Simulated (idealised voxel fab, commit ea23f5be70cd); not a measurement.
process module | voxel transistor to metal
Square cells of 5 nm make up the cross-section cut, whose width is 160 nm.
Think of the cross-section as a grid of square cells. We describe it in bands, top to bottom, and each band covers one or more rows of those cells. Look at the band entry: it leads with the top's height and the bottom's height in nm. Then it lists the materials left to right, with a width in nm for each. The word "everywhere" on a single material says that material fills the band edge to edge. The word "empty" is empty space. Heads up on the height convention: 0 is the point under which the incoming wafer is all one material, and the lowest band has no bottom, it just keeps going down, like "0 and below". Read "30->40" as a graded width: first number on top, second number at the bottom, same change between each pair of neighbouring rows. Given "nothing was modified" for a step, no cell of the cross-section differs between before and after that step. If an empty space has no open way to the top and is at least 8 cells in size, "Cavities, closed" lists it, written width x height at distance, where distance is measured from the left edge and every value is in nm. Text after the settings on a step's line: the simulator's own remark on that step. A step's line can hold "overlay nm"; with a mask on that step, the setting says how far right of the planned place the mask lay, while a negative setting says it lay to the left.

Steps in the process plan
1. RECEIVE (material Si)
2. CONFORMAL_DEP (material SiO2; thk nm 5)
3. CONFORMAL_DEP (material SiN; thk nm 10)
4. MASKED_ETCH (tone cover; mask id ACTIVE; width nm 125; etch materials SiN; depth nm 10; overlay nm 0)
5. MASKED_ETCH (tone cover; mask id ACTIVE; width nm 125; etch materials SiO2; depth nm 5; overlay nm 0)
6. MASKED_ETCH (tone cover; mask id ACTIVE; width nm 125; etch materials Si; depth nm 20; overlay nm 0)
7. OXIDIZE (depth nm 5)
8. FILL_DEP (material SiO2; thk nm 5)
9. CMP (height nm 15)
10. SELECTIVE_ETCH (etch materials SiO2; depth nm 10)
11. STRIP (etch materials SiN)
12. SELECTIVE_ETCH (etch materials SiO2; depth nm 5)
13. OXIDIZE (depth nm 5)
14. DIRECTIONAL_DEP (material polySi; thk nm 25)
15. DIRECTIONAL_DEP (material SiCN; thk nm 15)
16. PATTERN (tone cover; mask id GATE; material resist; width nm 35; thk nm 15; overlay nm 0)
17. DIRECTIONAL_ETCH (etch materials SiCN; depth nm 25)
18. DIRECTIONAL_ETCH (etch materials polySi; depth nm 35)
19. STRIP (etch materials resist)
20. CONFORMAL_DEP (material SiO2; thk nm 5)
21. DIRECTIONAL_ETCH (etch materials SiO2; depth nm 5)
22. CONFORMAL_DEP (material SiN; thk nm 10)
23. DIRECTIONAL_ETCH (etch materials SiN; depth nm 10)
24. DIRECTIONAL_ETCH (etch materials SiO2; depth nm 5)
25. EPI (material SiGe; thk nm 5)
26. FILL_DEP (material SiO2; thk nm 5)
27. CMP (height nm 25)
28. STRIP (etch materials polySi)
29. SELECTIVE_ETCH (etch materials SiO2; depth nm 5)
30. CONFORMAL_DEP (material HfO2; thk nm 5)
31. CONFORMAL_DEP (material TiN; thk nm 5)
32. FILL_DEP (material W; thk nm 10)
33. CMP (height nm 20)
34. DIRECTIONAL_DEP (material SiO2; thk nm 15)
35. MASKED_ETCH (tone open; mask id CONTACT; width nm 20; pitch nm 85; etch materials SiO2; depth nm 35; overlay nm 0)
36. CONFORMAL_DEP (material TiN; thk nm 5)
37. FILL_DEP (material Ru; thk nm 5)
38. CMP (height nm 35)
39. CONFORMAL_DEP (material SiCN; thk nm 5)
40. DIRECTIONAL_DEP (material SiO2; thk nm 20)
41. DIRECTIONAL_DEP (material aC; thk nm 10)
42. PATTERN (tone open; mask id METAL_1; material resist; width nm 20; pitch nm 85; thk nm 25; overlay nm 0)
43. DIRECTIONAL_ETCH (etch materials aC; depth nm 10)
44. STRIP (etch materials resist)
45. DIRECTIONAL_ETCH (etch materials SiO2; depth nm 20)
46. DIRECTIONAL_ETCH (etch materials SiCN; depth nm 5)
47. STRIP (etch materials aC)
48. CONFORMAL_DEP (material TiN; thk nm 5)
49. FILL_DEP (material Cu; thk nm 5)
50. CMP (height nm 60)
51. CONFORMAL_DEP (material SiCN; thk nm 5)
52. DIRECTIONAL_DEP (material lowk; thk nm 25)
53. PATTERN (tone open; mask id METAL_2; material resist; width nm 20; pitch nm 85; thk nm 20; overlay nm 0)
54. DIRECTIONAL_ETCH (etch materials lowk; depth nm 15)
55. STRIP (etch materials resist)
56. MASKED_ETCH (tone open; mask id METAL_2_HOLES; width nm 15; pitch nm 85; etch materials lowk; depth nm 10; overlay nm 0)
57. MASKED_ETCH (tone open; mask id METAL_2_HOLES; width nm 15; pitch nm 85; etch materials SiCN; depth nm 5; overlay nm 0)
58. CONFORMAL_DEP (material TiN; thk nm 5)
59. FILL_DEP (material Cu; thk nm 10)
60. CMP (height nm 90)
61. CONFORMAL_DEP (material SiN; thk nm 5)

Concerning the first of two wafers, which was run in accordance with the plan

The cross-section here shows the wafer as received, i.e. in its state after step 1
	0 and below = Si everywhere
	Cavities, closed: none

The wafer, seen in cross-section, after step 2
	5 down to 0 = SiO2 everywhere
	Below a height of 0, the structure has not been altered.

The wafer, seen in cross-section, after step 3
	15 down to 5 = SiN everywhere
	Below a height of 5, the structure has not been altered.

The wafer, seen in cross-section, after step 4
	15 down to 5 = empty=15  SiN=125  empty=20
	Below a height of 5, the structure has not been altered.

The wafer, seen in cross-section, after step 5
	15 down to 5 = empty=15  SiN=125  empty=20
	5 down to 0 = empty=15  SiO2=125  empty=20
	Below a height of 0, the structure has not been altered.

The wafer, seen in cross-section, after step 6
	15 down to 5 = empty=15  SiN=125  empty=20
	5 down to 0 = empty=15  SiO2=125  empty=20
	0 down to -20 = empty=15  Si=125  empty=20
	Below a height of -20, the structure has not been altered.

The wafer, seen in cross-section, after step 7
	15 down to 5 = empty=15  SiN=125  empty=20
	5 down to 0 = empty=15  SiO2=125  empty=20
	0 down to -20 = empty=15  SiO2=5  Si=115  SiO2=5  empty=20
	-20 down to -25 = SiO2=20  Si=115  SiO2=25
	Below a height of -25, the structure has not been altered.

The wafer, seen in cross-section, after step 8
	20 down to 15 = SiO2 everywhere
	15 down to 5 = SiO2=15  SiN=125  SiO2=20
	5 down to 0 = SiO2 everywhere
	0 down to -25 = SiO2=20  Si=115  SiO2=25
	Below a height of -25, the structure has not been altered.

The wafer, seen in cross-section, after step 9
	15 down to 5 = SiO2=15  SiN=125  SiO2=20
	Below a height of 5, the structure has not been altered.

The wafer, seen in cross-section, after step 10
	15 down to 5 = empty=15  SiN=125  empty=20
	Below a height of 5, the structure has not been altered.

The wafer, seen in cross-section, after step 11
	5 down to 0 = SiO2 everywhere
	Below a height of 0, the structure has not been altered.

The wafer, seen in cross-section, after step 12
	0 down to -25 = SiO2=20  Si=115  SiO2=25
	Below a height of -25, the structure has not been altered.

The wafer, seen in cross-section, after step 13
	0 down to -5 = SiO2 everywhere
	Below a height of -5, the structure has not been altered.

The wafer, seen in cross-section, after step 14
	25 down to 0 = polySi everywhere
	Below a height of 0, the structure has not been altered.

The wafer, seen in cross-section, after step 15
	40 down to 25 = SiCN everywhere
	Below a height of 25, the structure has not been altered.

The wafer, seen in cross-section, after step 16
	55 down to 40 = empty=60  resist=35  empty=65
	Below a height of 40, the structure has not been altered.

The wafer, seen in cross-section, after step 17
	55 down to 40 = empty=60  resist=35  empty=65
	40 down to 25 = empty=60  SiCN=35  empty=65
	Below a height of 25, the structure has not been altered.

The wafer, seen in cross-section, after step 18
	55 down to 40 = empty=60  resist=35  empty=65
	40 down to 25 = empty=60  SiCN=35  empty=65
	25 down to 0 = empty=60  polySi=35  empty=65
	Below a height of 0, the structure has not been altered.

The wafer, seen in cross-section, after step 19
	40 down to 25 = empty=60  SiCN=35  empty=65
	Below a height of 25, the structure has not been altered.

The wafer, seen in cross-section, after step 20
	45 down to 40 = empty=55  SiO2=45  empty=60
	40 down to 25 = empty=55  SiO2=5  SiCN=35  SiO2=5  empty=60
	25 down to 5 = empty=55  SiO2=5  polySi=35  SiO2=5  empty=60
	5 down to 0 = SiO2=60  polySi=35  SiO2=65
	Below a height of 0, the structure has not been altered.

The wafer, seen in cross-section, after step 21
	40 down to 25 = empty=55  SiO2=5  SiCN=35  SiO2=5  empty=60
	25 down to 0 = empty=55  SiO2=5  polySi=35  SiO2=5  empty=60
	Below a height of 0, the structure has not been altered.

The wafer, seen in cross-section, after step 22
	50 down to 40 = empty=45  SiN=65  empty=50
	40 down to 25 = empty=45  SiN=10  SiO2=5  SiCN=35  SiO2=5  SiN=10  empty=50
	25 down to 10 = empty=45  SiN=10  SiO2=5  polySi=35  SiO2=5  SiN=10  empty=50
	10 down to 0 = SiN=55  SiO2=5  polySi=35  SiO2=5  SiN=60
	Below a height of 0, the structure has not been altered.

The wafer, seen in cross-section, after step 23
	40 down to 25 = empty=45  SiN=10  SiO2=5  SiCN=35  SiO2=5  SiN=10  empty=50
	25 down to 0 = empty=45  SiN=10  SiO2=5  polySi=35  SiO2=5  SiN=10  empty=50
	Below a height of 0, the structure has not been altered.

The wafer, seen in cross-section, after step 24
	40 down to 35 = empty=45  SiN=10  empty=5  SiCN=35  empty=5  SiN=10  empty=50
	35 down to 25 = empty=45  SiN=10  SiO2=5  SiCN=35  SiO2=5  SiN=10  empty=50
	25 down to 0 = empty=45  SiN=10  SiO2=5  polySi=35  SiO2=5  SiN=10  empty=50
	0 down to -5 = empty=45  SiO2=65  empty=50
	Below a height of -5, the structure has not been altered.

The wafer, seen in cross-section, after step 25
	40 down to 35 = empty=45  SiN=10  empty=5  SiCN=35  empty=5  SiN=10  empty=50
	35 down to 25 = empty=45  SiN=10  SiO2=5  SiCN=35  SiO2=5  SiN=10  empty=50
	25 down to 0 = empty=45  SiN=10  SiO2=5  polySi=35  SiO2=5  SiN=10  empty=50
	0 down to -5 = empty=15  SiGe=30  SiO2=65  SiGe=30  empty=20
	Below a height of -5, the structure has not been altered.

The wafer, seen in cross-section, after step 26
	45 down to 40 = SiO2 everywhere
	40 down to 25 = SiO2=45  SiN=10  SiO2=5  SiCN=35  SiO2=5  SiN=10  SiO2=50
	25 down to 0 = SiO2=45  SiN=10  SiO2=5  polySi=35  SiO2=5  SiN=10  SiO2=50
	0 down to -5 = SiO2=15  SiGe=30  SiO2=65  SiGe=30  SiO2=20
	Below a height of -5, the structure has not been altered.

The wafer, seen in cross-section, after step 27
	25 down to 0 = SiO2=45  SiN=10  SiO2=5  polySi=35  SiO2=5  SiN=10  SiO2=50
	Below a height of 0, the structure has not been altered.

The wafer, seen in cross-section, after step 28
	25 down to 0 = SiO2=45  SiN=10  SiO2=5  empty=35  SiO2=5  SiN=10  SiO2=50
	Below a height of 0, the structure has not been altered.

The wafer, seen in cross-section, after step 29
	25 down to 20 = empty=45  SiN=10  empty=45  SiN=10  empty=50
	20 down to 0 = SiO2=45  SiN=10  empty=45  SiN=10  SiO2=50
	0 down to -5 = SiO2=15  SiGe=30  SiO2=10  empty=45  SiO2=10  SiGe=30  SiO2=20
	Below a height of -5, the structure has not been altered.

The wafer, seen in cross-section, after step 30
	30 down to 25 = empty=40  HfO2=20  empty=35  HfO2=20  empty=45
	25 down to 20 = HfO2=45  SiN=10  HfO2=5  empty=35  HfO2=5  SiN=10  HfO2=50
	20 down to 0 = SiO2=45  SiN=10  HfO2=5  empty=35  HfO2=5  SiN=10  SiO2=50
	0 down to -5 = SiO2=15  SiGe=30  SiO2=10  HfO2=45  SiO2=10  SiGe=30  SiO2=20
	Below a height of -5, the structure has not been altered.

The wafer, seen in cross-section, after step 31
	35 down to 30 = empty=35  TiN=30  empty=25  TiN=30  empty=40
	30 down to 25 = TiN=40  HfO2=20  TiN=5  empty=25  TiN=5  HfO2=20  TiN=45
	25 down to 20 = HfO2=45  SiN=10  HfO2=5  TiN=5  empty=25  TiN=5  HfO2=5  SiN=10  HfO2=50
	20 down to 5 = SiO2=45  SiN=10  HfO2=5  TiN=5  empty=25  TiN=5  HfO2=5  SiN=10  SiO2=50
	5 down to 0 = SiO2=45  SiN=10  HfO2=5  TiN=35  HfO2=5  SiN=10  SiO2=50
	Below a height of 0, the structure has not been altered.

The wafer, seen in cross-section, after step 32
	45 down to 35 = W everywhere
	35 down to 30 = W=35  TiN=30  W=25  TiN=30  W=40
	30 down to 25 = TiN=40  HfO2=20  TiN=5  W=25  TiN=5  HfO2=20  TiN=45
	25 down to 20 = HfO2=45  SiN=10  HfO2=5  TiN=5  W=25  TiN=5  HfO2=5  SiN=10  HfO2=50
	20 down to 5 = SiO2=45  SiN=10  HfO2=5  TiN=5  W=25  TiN=5  HfO2=5  SiN=10  SiO2=50
	Below a height of 5, the structure has not been altered.

The wafer, seen in cross-section, after step 33
	20 down to 5 = SiO2=45  SiN=10  HfO2=5  TiN=5  W=25  TiN=5  HfO2=5  SiN=10  SiO2=50
	Below a height of 5, the structure has not been altered.

The wafer, seen in cross-section, after step 34
	35 down to 20 = SiO2 everywhere
	Below a height of 20, the structure has not been altered.

The wafer, seen in cross-section, after step 35
	35 down to 20 = SiO2=25  empty=20  SiO2=65  empty=20  SiO2=30
	20 down to 5 = SiO2=25  empty=20  SiN=10  HfO2=5  TiN=5  W=25  TiN=5  HfO2=5  SiN=10  empty=20  SiO2=30
	5 down to 0 = SiO2=25  empty=20  SiN=10  HfO2=5  TiN=35  HfO2=5  SiN=10  empty=20  SiO2=30
	Below a height of 0, the structure has not been altered.

The wafer, seen in cross-section, after step 36
	40 down to 35 = TiN=30  empty=10  TiN=75  empty=10  TiN=35
	35 down to 20 = SiO2=25  TiN=5  empty=10  TiN=5  SiO2=65  TiN=5  empty=10  TiN=5  SiO2=30
	20 down to 5 = SiO2=25  TiN=5  empty=10  TiN=5  SiN=10  HfO2=5  TiN=5  W=25  TiN=5  HfO2=5  SiN=10  TiN=5  empty=10  TiN=5  SiO2=30
	5 down to 0 = SiO2=25  TiN=20  SiN=10  HfO2=5  TiN=35  HfO2=5  SiN=10  TiN=20  SiO2=30
	Below a height of 0, the structure has not been altered.

The wafer, seen in cross-section, after step 37
	45 down to 40 = Ru everywhere
	40 down to 35 = TiN=30  Ru=10  TiN=75  Ru=10  TiN=35
	35 down to 20 = SiO2=25  TiN=5  Ru=10  TiN=5  SiO2=65  TiN=5  Ru=10  TiN=5  SiO2=30
	20 down to 5 = SiO2=25  TiN=5  Ru=10  TiN=5  SiN=10  HfO2=5  TiN=5  W=25  TiN=5  HfO2=5  SiN=10  TiN=5  Ru=10  TiN=5  SiO2=30
	Below a height of 5, the structure has not been altered.

The wafer, seen in cross-section, after step 38
	35 down to 20 = SiO2=25  TiN=5  Ru=10  TiN=5  SiO2=65  TiN=5  Ru=10  TiN=5  SiO2=30
	Below a height of 20, the structure has not been altered.

The wafer, seen in cross-section, after step 39
	40 down to 35 = SiCN everywhere
	Below a height of 35, the structure has not been altered.

The wafer, seen in cross-section, after step 40
	60 down to 40 = SiO2 everywhere
	Below a height of 40, the structure has not been altered.

The wafer, seen in cross-section, after step 41
	70 down to 60 = aC everywhere
	Below a height of 60, the structure has not been altered.

The wafer, seen in cross-section, after step 42
	95 down to 70 = resist=25  empty=20  resist=65  empty=20  resist=30
	Below a height of 70, the structure has not been altered.

The wafer, seen in cross-section, after step 43
	85 down to 70 = resist=25  empty=20  resist=65  empty=20  resist=30
	70 down to 60 = aC=25  empty=20  aC=65  empty=20  aC=30
	Below a height of 60, the structure has not been altered.

The wafer, seen in cross-section, after step 44
	70 down to 60 = aC=25  empty=20  aC=65  empty=20  aC=30
	Below a height of 60, the structure has not been altered.

The wafer, seen in cross-section, after step 45
	70 down to 60 = aC=25  empty=20  aC=65  empty=20  aC=30
	60 down to 40 = SiO2=25  empty=20  SiO2=65  empty=20  SiO2=30
	Below a height of 40, the structure has not been altered.

The wafer, seen in cross-section, after step 46
	70 down to 60 = aC=25  empty=20  aC=65  empty=20  aC=30
	60 down to 40 = SiO2=25  empty=20  SiO2=65  empty=20  SiO2=30
	40 down to 35 = SiCN=25  empty=20  SiCN=65  empty=20  SiCN=30
	Below a height of 35, the structure has not been altered.

The wafer, seen in cross-section, after step 47
	60 down to 40 = SiO2=25  empty=20  SiO2=65  empty=20  SiO2=30
	Below a height of 40, the structure has not been altered.

The wafer, seen in cross-section, after step 48
	65 down to 60 = TiN=30  empty=10  TiN=75  empty=10  TiN=35
	60 down to 40 = SiO2=25  TiN=5  empty=10  TiN=5  SiO2=65  TiN=5  empty=10  TiN=5  SiO2=30
	40 down to 35 = SiCN=25  TiN=20  SiCN=65  TiN=20  SiCN=30
	Below a height of 35, the structure has not been altered.

The wafer, seen in cross-section, after step 49
	70 down to 65 = Cu everywhere
	65 down to 60 = TiN=30  Cu=10  TiN=75  Cu=10  TiN=35
	60 down to 40 = SiO2=25  TiN=5  Cu=10  TiN=5  SiO2=65  TiN=5  Cu=10  TiN=5  SiO2=30
	Below a height of 40, the structure has not been altered.

The wafer, seen in cross-section, after step 50
	60 down to 40 = SiO2=25  TiN=5  Cu=10  TiN=5  SiO2=65  TiN=5  Cu=10  TiN=5  SiO2=30
	Below a height of 40, the structure has not been altered.

The wafer, seen in cross-section, after step 51
	65 down to 60 = SiCN everywhere
	Below a height of 60, the structure has not been altered.

The wafer, seen in cross-section, after step 52
	90 down to 65 = lowk everywhere
	Below a height of 65, the structure has not been altered.

The wafer, seen in cross-section, after step 53
	110 down to 90 = resist=25  empty=20  resist=65  empty=20  resist=30
	Below a height of 90, the structure has not been altered.

The wafer, seen in cross-section, after step 54
	110 down to 90 = resist=25  empty=20  resist=65  empty=20  resist=30
	90 down to 75 = lowk=25  empty=20  lowk=65  empty=20  lowk=30
	Below a height of 75, the structure has not been altered.

The wafer, seen in cross-section, after step 55
	90 down to 75 = lowk=25  empty=20  lowk=65  empty=20  lowk=30
	Below a height of 75, the structure has not been altered.

The wafer, seen in cross-section, after step 56
	90 down to 75 = lowk=25  empty=20  lowk=65  empty=20  lowk=30
	75 down to 65 = lowk=25  empty=15  lowk=70  empty=15  lowk=35
	Below a height of 65, the structure has not been altered.

The wafer, seen in cross-section, after step 57
	90 down to 75 = lowk=25  empty=20  lowk=65  empty=20  lowk=30
	75 down to 65 = lowk=25  empty=15  lowk=70  empty=15  lowk=35
	65 down to 60 = SiCN=25  empty=15  SiCN=70  empty=15  SiCN=35
	Below a height of 60, the structure has not been altered.

The wafer, seen in cross-section, after step 58
	95 down to 90 = TiN=30  empty=10  TiN=75  empty=10  TiN=35
	90 down to 80 = lowk=25  TiN=5  empty=10  TiN=5  lowk=65  TiN=5  empty=10  TiN=5  lowk=30
	80 down to 75 = lowk=25  TiN=5  empty=5  TiN=10  lowk=65  TiN=5  empty=5  TiN=10  lowk=30
	75 down to 65 = lowk=25  TiN=5  empty=5  TiN=5  lowk=70  TiN=5  empty=5  TiN=5  lowk=35
	65 down to 60 = SiCN=25  TiN=15  SiCN=70  TiN=15  SiCN=35
	Below a height of 60, the structure has not been altered.

The wafer, seen in cross-section, after step 59
	105 down to 95 = Cu everywhere
	95 down to 90 = TiN=30  Cu=10  TiN=75  Cu=10  TiN=35
	90 down to 80 = lowk=25  TiN=5  Cu=10  TiN=5  lowk=65  TiN=5  Cu=10  TiN=5  lowk=30
	80 down to 75 = lowk=25  TiN=5  Cu=5  TiN=10  lowk=65  TiN=5  Cu=5  TiN=10  lowk=30
	75 down to 65 = lowk=25  TiN=5  Cu=5  TiN=5  lowk=70  TiN=5  Cu=5  TiN=5  lowk=35
	Below a height of 65, the structure has not been altered.

The wafer, seen in cross-section, after step 60
	90 down to 80 = lowk=25  TiN=5  Cu=10  TiN=5  lowk=65  TiN=5  Cu=10  TiN=5  lowk=30
	Below a height of 80, the structure has not been altered.

The wafer, seen in cross-section, after step 61
	95 down to 90 = SiN everywhere
	Below a height of 90, the structure has not been altered.

Second wafer - shared start and plan with the first - one error in running - same as the first up to step 25 inclusive

Cross-section, second wafer, at the end time the plan gives for step 26
	45 down to 40 = Ru everywhere
	40 down to 35 = Ru=45  SiN=10  Ru=5  SiCN=35  Ru=5  SiN=10  Ru=50
	35 down to 25 = Ru=45  SiN=10  SiO2=5  SiCN=35  SiO2=5  SiN=10  Ru=50
	25 down to 0 = Ru=45  SiN=10  SiO2=5  polySi=35  SiO2=5  SiN=10  Ru=50
	0 down to -5 = Ru=15  SiGe=30  SiO2=65  SiGe=30  Ru=20
	Below a height of -5, the structure has not been altered.

Cross-section, second wafer, at the end time the plan gives for step 27
	25 down to 0 = Ru=45  SiN=10  SiO2=5  polySi=35  SiO2=5  SiN=10  Ru=50
	Below a height of 0, the structure has not been altered.

Cross-section, second wafer, at the end time the plan gives for step 28
	25 down to 0 = Ru=45  SiN=10  SiO2=5  empty=35  SiO2=5  SiN=10  Ru=50
	Below a height of 0, the structure has not been altered.

Cross-section, second wafer, at the end time the plan gives for step 29
	25 down to 0 = Ru=45  SiN=10  empty=45  SiN=10  Ru=50
	0 down to -5 = Ru=15  SiGe=30  SiO2=10  empty=45  SiO2=10  SiGe=30  Ru=20
	Below a height of -5, the structure has not been altered.

Cross-section, second wafer, at the end time the plan gives for step 30
	30 down to 25 = HfO2=60  empty=35  HfO2=65
	25 down to 0 = Ru=45  SiN=10  HfO2=5  empty=35  HfO2=5  SiN=10  Ru=50
	0 down to -5 = Ru=15  SiGe=30  SiO2=10  HfO2=45  SiO2=10  SiGe=30  Ru=20
	Below a height of -5, the structure has not been altered.

Cross-section, second wafer, at the end time the plan gives for step 31
	35 down to 30 = TiN=65  empty=25  TiN=70
	30 down to 25 = HfO2=60  TiN=5  empty=25  TiN=5  HfO2=65
	25 down to 5 = Ru=45  SiN=10  HfO2=5  TiN=5  empty=25  TiN=5  HfO2=5  SiN=10  Ru=50
	5 down to 0 = Ru=45  SiN=10  HfO2=5  TiN=35  HfO2=5  SiN=10  Ru=50
	Below a height of 0, the structure has not been altered.

Cross-section, second wafer, at the end time the plan gives for step 32
	45 down to 35 = W everywhere
	35 down to 30 = TiN=65  W=25  TiN=70
	30 down to 25 = HfO2=60  TiN=5  W=25  TiN=5  HfO2=65
	25 down to 5 = Ru=45  SiN=10  HfO2=5  TiN=5  W=25  TiN=5  HfO2=5  SiN=10  Ru=50
	Below a height of 5, the structure has not been altered.

Cross-section, second wafer, at the end time the plan gives for step 33
	20 down to 5 = Ru=45  SiN=10  HfO2=5  TiN=5  W=25  TiN=5  HfO2=5  SiN=10  Ru=50
	Below a height of 5, the structure has not been altered.

Cross-section, second wafer, at the end time the plan gives for step 34
	35 down to 20 = SiO2 everywhere
	Below a height of 20, the structure has not been altered.

Cross-section, second wafer, at the end time the plan gives for step 35
	35 down to 20 = SiO2=25  empty=20  SiO2=65  empty=20  SiO2=30
	Below a height of 20, the structure has not been altered.

Cross-section, second wafer, at the end time the plan gives for step 36
	40 down to 35 = TiN=30  empty=10  TiN=75  empty=10  TiN=35
	35 down to 25 = SiO2=25  TiN=5  empty=10  TiN=5  SiO2=65  TiN=5  empty=10  TiN=5  SiO2=30
	25 down to 20 = SiO2=25  TiN=20  SiO2=65  TiN=20  SiO2=30
	Below a height of 20, the structure has not been altered.

Cross-section, second wafer, at the end time the plan gives for step 37
	45 down to 40 = Ru everywhere
	40 down to 35 = TiN=30  Ru=10  TiN=75  Ru=10  TiN=35
	35 down to 25 = SiO2=25  TiN=5  Ru=10  TiN=5  SiO2=65  TiN=5  Ru=10  TiN=5  SiO2=30
	Below a height of 25, the structure has not been altered.

Cross-section, second wafer, at the end time the plan gives for step 38
	35 down to 25 = SiO2=25  TiN=5  Ru=10  TiN=5  SiO2=65  TiN=5  Ru=10  TiN=5  SiO2=30
	Below a height of 25, the structure has not been altered.

Cross-section, second wafer, at the end time the plan gives for step 39
	40 down to 35 = SiCN everywhere
	Below a height of 35, the structure has not been altered.

Cross-section, second wafer, at the end time the plan gives for step 40
	60 down to 40 = SiO2 everywhere
	Below a height of 40, the structure has not been altered.

Cross-section, second wafer, at the end time the plan gives for step 41
	70 down to 60 = aC everywhere
	Below a height of 60, the structure has not been altered.

Cross-section, second wafer, at the end time the plan gives for step 42
	95 down to 70 = resist=25  empty=20  resist=65  empty=20  resist=30
	Below a height of 70, the structure has not been altered.

Cross-section, second wafer, at the end time the plan gives for step 43
	85 down to 70 = resist=25  empty=20  resist=65  empty=20  resist=30
	70 down to 60 = aC=25  empty=20  aC=65  empty=20  aC=30
	Below a height of 60, the structure has not been altered.

Cross-section, second wafer, at the end time the plan gives for step 44
	70 down to 60 = aC=25  empty=20  aC=65  empty=20  aC=30
	Below a height of 60, the structure has not been altered.

Cross-section, second wafer, at the end time the plan gives for step 45
	70 down to 60 = aC=25  empty=20  aC=65  empty=20  aC=30
	60 down to 40 = SiO2=25  empty=20  SiO2=65  empty=20  SiO2=30
	Below a height of 40, the structure has not been altered.

Cross-section, second wafer, at the end time the plan gives for step 46
	70 down to 60 = aC=25  empty=20  aC=65  empty=20  aC=30
	60 down to 40 = SiO2=25  empty=20  SiO2=65  empty=20  SiO2=30
	40 down to 35 = SiCN=25  empty=20  SiCN=65  empty=20  SiCN=30
	Below a height of 35, the structure has not been altered.

Cross-section, second wafer, at the end time the plan gives for step 47
	60 down to 40 = SiO2=25  empty=20  SiO2=65  empty=20  SiO2=30
	Below a height of 40, the structure has not been altered.

Cross-section, second wafer, at the end time the plan gives for step 48
	65 down to 60 = TiN=30  empty=10  TiN=75  empty=10  TiN=35
	60 down to 40 = SiO2=25  TiN=5  empty=10  TiN=5  SiO2=65  TiN=5  empty=10  TiN=5  SiO2=30
	40 down to 35 = SiCN=25  TiN=20  SiCN=65  TiN=20  SiCN=30
	Below a height of 35, the structure has not been altered.

Cross-section, second wafer, at the end time the plan gives for step 49
	70 down to 65 = Cu everywhere
	65 down to 60 = TiN=30  Cu=10  TiN=75  Cu=10  TiN=35
	60 down to 40 = SiO2=25  TiN=5  Cu=10  TiN=5  SiO2=65  TiN=5  Cu=10  TiN=5  SiO2=30
	Below a height of 40, the structure has not been altered.

Cross-section, second wafer, at the end time the plan gives for step 50
	60 down to 40 = SiO2=25  TiN=5  Cu=10  TiN=5  SiO2=65  TiN=5  Cu=10  TiN=5  SiO2=30
	Below a height of 40, the structure has not been altered.

Cross-section, second wafer, at the end time the plan gives for step 51
	65 down to 60 = SiCN everywhere
	Below a height of 60, the structure has not been altered.

Cross-section, second wafer, at the end time the plan gives for step 52
	90 down to 65 = lowk everywhere
	Below a height of 65, the structure has not been altered.

Cross-section, second wafer, at the end time the plan gives for step 53
	110 down to 90 = resist=25  empty=20  resist=65  empty=20  resist=30
	Below a height of 90, the structure has not been altered.

Cross-section, second wafer, at the end time the plan gives for step 54
	110 down to 90 = resist=25  empty=20  resist=65  empty=20  resist=30
	90 down to 75 = lowk=25  empty=20  lowk=65  empty=20  lowk=30
	Below a height of 75, the structure has not been altered.

Cross-section, second wafer, at the end time the plan gives for step 55
	90 down to 75 = lowk=25  empty=20  lowk=65  empty=20  lowk=30
	Below a height of 75, the structure has not been altered.

Cross-section, second wafer, at the end time the plan gives for step 56
	90 down to 75 = lowk=25  empty=20  lowk=65  empty=20  lowk=30
	75 down to 65 = lowk=25  empty=15  lowk=70  empty=15  lowk=35
	Below a height of 65, the structure has not been altered.

Cross-section, second wafer, at the end time the plan gives for step 57
	90 down to 75 = lowk=25  empty=20  lowk=65  empty=20  lowk=30
	75 down to 65 = lowk=25  empty=15  lowk=70  empty=15  lowk=35
	65 down to 60 = SiCN=25  empty=15  SiCN=70  empty=15  SiCN=35
	Below a height of 60, the structure has not been altered.

Cross-section, second wafer, at the end time the plan gives for step 58
	95 down to 90 = TiN=30  empty=10  TiN=75  empty=10  TiN=35
	90 down to 80 = lowk=25  TiN=5  empty=10  TiN=5  lowk=65  TiN=5  empty=10  TiN=5  lowk=30
	80 down to 75 = lowk=25  TiN=5  empty=5  TiN=10  lowk=65  TiN=5  empty=5  TiN=10  lowk=30
	75 down to 65 = lowk=25  TiN=5  empty=5  TiN=5  lowk=70  TiN=5  empty=5  TiN=5  lowk=35
	65 down to 60 = SiCN=25  TiN=15  SiCN=70  TiN=15  SiCN=35
	Below a height of 60, the structure has not been altered.

Cross-section, second wafer, at the end time the plan gives for step 59
	105 down to 95 = Cu everywhere
	95 down to 90 = TiN=30  Cu=10  TiN=75  Cu=10  TiN=35
	90 down to 80 = lowk=25  TiN=5  Cu=10  TiN=5  lowk=65  TiN=5  Cu=10  TiN=5  lowk=30
	80 down to 75 = lowk=25  TiN=5  Cu=5  TiN=10  lowk=65  TiN=5  Cu=5  TiN=10  lowk=30
	75 down to 65 = lowk=25  TiN=5  Cu=5  TiN=5  lowk=70  TiN=5  Cu=5  TiN=5  lowk=35
	Below a height of 65, the structure has not been altered.

Cross-section, second wafer, at the end time the plan gives for step 60
	90 down to 80 = lowk=25  TiN=5  Cu=10  TiN=5  lowk=65  TiN=5  Cu=10  TiN=5  lowk=30
	Below a height of 80, the structure has not been altered.

Cross-section, second wafer, at the end time the plan gives for step 61
	95 down to 90 = SiN everywhere
	Below a height of 90, the structure has not been altered.
Misprocessing identified: step 26 was processed under conditions differing from the plan, specifically as FILL_DEP (material Ru; thk nm 5)
Wrapping up, a cell-based count of both wafers puts the second over or under the first for these materials: 67 more of Ru, 51 fewer of SiO2, 16 fewer of TiN
